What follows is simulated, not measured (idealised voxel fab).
process module | voxel capacitor over wiring
cross-section cut | 275 nm wide | cells 5 nm
A cross-section is a grid of square cells, given in bands from the top down. A band is one or more rows of cells.
Each band's line starts with the height of the band's top and of its bottom, in nm. Then come its materials from left to right, each with its width in nm. One material with "throughout" fills the band from edge to edge. "air" is empty space.
Height 0 is the level under which the wafer as received is all one material. The lowest band goes on downwards, as in "0 down".
A width such as "30 to 40" changes by the same amount from each row of cells to the next, from the band's top row to its bottom row.
"no change" after a step means that no cell of the cross-section changed.
closed voids: empty space of 8 cells or more with no open way to the top, each as width x height at its distance from the left edge, in nm
after a step's settings: what the simulator itself notes on the step
overlay nm, on a step with a mask: how far to the right of its planned place the mask lay; to the left if negative
plan
1 op RECEIVE | material Si
2 op CONFORMAL_DEP | material SiO2 | thk nm 10
3 op CONFORMAL_DEP | material SiCN | thk nm 5
4 op DIRECTIONAL_DEP | material lowk | thk nm 20
5 op DIRECTIONAL_DEP | material aC | thk nm 15
6 op PATTERN | tone open | mask id METAL_1 | material resist | width nm 20 | pitch nm 75 | thk nm 30 | overlay nm 0
7 op DIRECTIONAL_ETCH | etch materials aC | depth nm 15
8 op STRIP | etch materials resist
9 op DIRECTIONAL_ETCH | etch materials lowk | depth nm 20
10 op DIRECTIONAL_ETCH | etch materials SiCN | depth nm 5
11 op STRIP | etch materials aC
12 op CONFORMAL_DEP | material TiN | thk nm 5
13 op FILL_DEP | material Cu | thk nm 10
14 op CMP | height nm 35
15 op CONFORMAL_DEP | material SiCN | thk nm 5
16 op DIRECTIONAL_DEP | material SiO2 | thk nm 10
17 op DIRECTIONAL_DEP | material aC | thk nm 10
18 op PATTERN | tone open | mask id PLUG_1 | material resist | width nm 15 | thk nm 25 | overlay nm 0
19 op DIRECTIONAL_ETCH | etch materials aC | depth nm 10
20 op STRIP | etch materials resist
21 op DIRECTIONAL_ETCH | etch materials SiO2 | depth nm 10
22 op DIRECTIONAL_ETCH | etch materials SiCN | depth nm 5
23 op STRIP | etch materials aC
24 op EPI | material Ru | thk nm 10
25 op EPI | material Ru | thk nm 5
26 op DIRECTIONAL_DEP | material TiN | thk nm 10
27 op DIRECTIONAL_DEP | material SiN | thk nm 5
28 op DIRECTIONAL_DEP | material TiN | thk nm 5
29 op PATTERN | tone cover | mask id UPPER_PLATE | material resist | width nm 60 | thk nm 20 | overlay nm 0
30 op DIRECTIONAL_ETCH | etch materials TiN | depth nm 5
31 op DIRECTIONAL_ETCH | etch materials SiN | depth nm 5
32 op STRIP | etch materials resist
33 op MASKED_ETCH | tone cover | mask id LOWER_PLATE | width nm 70 | etch materials TiN | depth nm 10 | overlay nm 0
34 op FILL_DEP | material SiO2 | thk nm 15
35 op CMP | height nm 80
36 op MASKED_ETCH | tone open | mask id PLUG_2 | width nm 15 | etch materials SiO2 | depth nm 10 | overlay nm 0
37 op CONFORMAL_DEP | material TiN | thk nm 5
38 op FILL_DEP | material W | thk nm 10
39 op CMP | height nm 80
40 op CONFORMAL_DEP | material SiCN | thk nm 5
as received, after step 1
  0 down: Si throughout
  closed voids: none
first wafer at the end, as planned
  85 to 80: SiCN throughout
  80 to 75: SiO2 105 | TiN 5 | W 5 | TiN 5 | SiO2 155
  75 to 65: SiO2 105 to 95 | TiN 15 to 60 | SiO2 155 to 120
  65 to 60: SiO2 95 | SiN 60 | SiO2 120
  60 to 50: SiO2 90 | TiN 70 | SiO2 115
  50 to 40: SiO2 95 | Ru 15 | SiO2 165
  40 to 35: SiCN 95 | Ru 15 | SiCN 165
  35 to 15: lowk 90 | TiN 5 | Cu 10 | TiN 5 | lowk 55 | TiN 5 | Cu 10 | TiN 5 | lowk 90
  15 to 10: SiCN 90 | TiN 20 | SiCN 55 | TiN 20 | SiCN 90
  10 to 0: SiO2 throughout
  0 down: Si throughout
  closed voids: none
second wafer at the end: like start, like plan, one mistake
  85 to 80: SiCN throughout
  80 to 75: SiO2 105 | TiN 5 | W 5 | TiN 5 | SiO2 155
  75 to 65: SiO2 105 to 95 | TiN 15 to 65 | SiO2 155 to 115
  65 to 60: SiO2 95 | SiN 65 | SiO2 115
  60 to 50: SiO2 90 | TiN 70 | SiO2 115
  50 to 40: SiO2 95 | Ru 15 | SiO2 165
  40 to 35: SiCN 95 | Ru 15 | SiCN 165
  35 to 15: lowk 90 | TiN 5 | Cu 10 | TiN 5 | lowk 55 | TiN 5 | Cu 10 | TiN 5 | lowk 90
  15 to 10: SiCN 90 | TiN 20 | SiCN 55 | TiN 20 | SiCN 90
  10 to 0: SiO2 throughout
  0 down: Si throughout
  closed voids: none
what went wrong: step 29 ran as: op PATTERN | tone cover | mask id UPPER_PLATE | material resist | width nm 65 | thk nm 20 | overlay nm 0
at the end the second wafer has, in cells: 1 more of SiN | 2 fewer of SiO2 | 1 more of TiN
